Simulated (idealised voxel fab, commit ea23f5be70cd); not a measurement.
Documented hereafter: the process module known as voxel air gaps.
Pictured: cross-section cut, 210 nm wide, on a grid of 5 nm square cells.
A cross-section in this document is a grid of square cells, and it is written down as bands, the top band listed before the ones below it; a band is made up of one or more rows of cells. Basically the band line says how high the top is and how high the bottom is, in nm, and then what's in it from left to right, every material with its width in nm. Empty space shows up as "air", and if a single material carries "everywhere" it runs the full band edge to edge. Height 0 is the level under which the wafer as received is all one material. The lowest band goes on downwards, as in "0 -> down". Quick explanation for "30..40": the width changes in equal steps down the rows of cells, from the first number in the band's top row to the second number in its bottom row. Basically "stayed the same" means that step didn't change any cell in the cross-section. Empty spaces counting at least 8 cells and having no open way to the top are listed in "Listed closed voids". The notation width x height at distance is used for each, the distance being from the left edge and all three values in nm. On each step's line, the part that comes after the settings is the simulator's own comment on the step. The optional step-line setting "overlay nm" applies to steps with a mask and quantifies how far to the right of its planned location the mask lay, a negative value indicating leftward placement.

Set out below are the planned steps of the process:
1 RECEIVE | material Si
2 CONFORMAL_DEP | material SiO2 | thk nm 10
3 CONFORMAL_DEP | material SiN | thk nm 5
4 DIRECTIONAL_DEP | material lowk | thk nm 40
5 PATTERN | tone open | mask id LINES | material resist | width nm 15 | pitch nm 40 | thk nm 15 | overlay nm 0
6 DIRECTIONAL_ETCH | etch materials lowk | depth nm 40
7 STRIP | etch materials resist
8 CONFORMAL_DEP | material TiN | thk nm 5
9 FILL_DEP | material Ru | thk nm 10
10 CMP | height nm 55
11 EPI | material Ru | thk nm 10
12 SELECTIVE_ETCH | etch materials lowk | depth nm 50
13 CONFORMAL_DEP | material SiCN | thk nm 5

Cross-section of the wafer at receipt, which is the condition after step 1:
	0 -> down = Si everywhere
	Listed closed voids: none

Run as planned - first of the two wafers cross-sectioned at the end of the module:
	70 -> 65 = 40 air  125 SiCN  45 air
	65 -> 55 = 40 air  5 SiCN  35 Ru  5 SiCN  35 Ru  5 SiCN  35 Ru  5 SiCN  45 air
	55 -> 50 = 40 air  15 SiCN  5 TiN  5 Ru  5 TiN  25 SiCN  5 TiN  5 Ru  5 TiN  25 SiCN  5 TiN  5 Ru  5 TiN  15 SiCN  45 air
	50 -> 20 = 50 air  5 SiCN  5 TiN  5 Ru  5 TiN  5 SiCN  15 air  5 SiCN  5 TiN  5 Ru  5 TiN  5 SiCN  15 air  5 SiCN  5 TiN  5 Ru  5 TiN  5 SiCN  55 air
	20 -> 15 = 55 SiCN  15 TiN  25 SiCN  15 TiN  25 SiCN  15 TiN  60 SiCN
	15 -> 10 = SiN everywhere
	10 -> 0 = SiO2 everywhere
	0 -> down = Si everywhere
	Listed closed voids: 15 x 30 at 75; 15 x 30 at 115

What the second wafer looks like in cross-section once the module is done. Its start and its plan matched the first wafer's exactly; what differed was one mistake in how it was run:
	65 -> 60 = 45 air  35 SiCN  5 air  35 SiCN  5 air  35 SiCN  50 air
	60 -> 55 = 45 air  5 SiCN  25 Ru  5 SiCN  5 air  5 SiCN  25 Ru  5 SiCN  5 air  5 SiCN  25 Ru  5 SiCN  50 air
	55 -> 50 = 45 air  10 SiCN  5 TiN  5 Ru  5 TiN  10 SiCN  5 air  10 SiCN  5 TiN  5 Ru  5 TiN  10 SiCN  5 air  10 SiCN  5 TiN  5 Ru  5 TiN  10 SiCN  50 air
	50 -> 20 = 50 air  5 SiCN  5 TiN  5 Ru  5 TiN  5 SiCN  15 air  5 SiCN  5 TiN  5 Ru  5 TiN  5 SiCN  15 air  5 SiCN  5 TiN  5 Ru  5 TiN  5 SiCN  55 air
	20 -> 15 = 55 SiCN  15 TiN  25 SiCN  15 TiN  25 SiCN  15 TiN  60 SiCN
	15 -> 10 = SiN everywhere
	10 -> 0 = SiO2 everywhere
	0 -> down = Si everywhere
	Listed closed voids: none
Misprocessing identified: off-plan run, step 11, actual operation and settings EPI | material Ru | thk nm 5
In the final state, the cell counts of the second wafer exceed or fall short of those of the first for the following materials: Ru: 27 fewer, SiCN: 10 fewer
The final tally of closed voids stands at 2 on the first wafer and 0 on the second.
